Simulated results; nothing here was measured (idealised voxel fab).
process module | voxel released beams
cross-section cut | 230 nm wide | cells 5 nm
A cross-section is a grid of square cells, given in bands from the top down. A band is one or more rows of cells.
Each band's line starts with the height of the band's top and of its bottom, in nm. Then come its materials from left to right, each with its width in nm. One material with "throughout" fills the band from edge to edge. "air" is empty space.
Height 0 is the level under which the wafer as received is all one material. The lowest band goes on downwards, as in "0 down".
A width such as "30 to 40" changes by the same amount from each row of cells to the next, from the band's top row to its bottom row.
"no change" after a step means that no cell of the cross-section changed.
closed voids: empty space of 8 cells or more with no open way to the top, each as width x height at its distance from the left edge, in nm
after a step's settings: what the simulator itself notes on the step
overlay nm, on a step with a mask: how far to the right of its planned place the mask lay; to the left if negative
plan
1 op RECEIVE | material Si
2 op CONFORMAL_DEP | material SiN | thk nm 5
3 op DIRECTIONAL_DEP | material SiO2 | thk nm 10
4 op DIRECTIONAL_DEP | material aC | thk nm 10
5 op PATTERN | tone open | mask id ANCHOR | material resist | width nm 45 | thk nm 30 | overlay nm 0
6 op DIRECTIONAL_ETCH | etch materials aC | depth nm 10
7 op STRIP | etch materials resist
8 op DIRECTIONAL_ETCH | etch materials SiO2 | depth nm 10
9 op STRIP | etch materials aC
10 op CONFORMAL_DEP | material TiN | thk nm 15
11 op PATTERN | tone cover | mask id BEAM | material resist | width nm 120 | thk nm 15 | overlay nm 0
12 op DIRECTIONAL_ETCH | etch materials TiN | depth nm 15
13 op STRIP | etch materials resist
14 op STRIP | etch materials SiO2
as received, after step 1
  0 down: Si throughout
  closed voids: none
a wafer at the end: this start, this plan, one mistake
  40 to 25: air 50 | TiN 120 | air 60
  25 to 15: TiN throughout
  15 to 5: SiO2 throughout
  5 to 0: SiN throughout
  0 down: Si throughout
  closed voids: none
what went wrong: step 4 ran as: op DIRECTIONAL_DEP | material TiN | thk nm 10
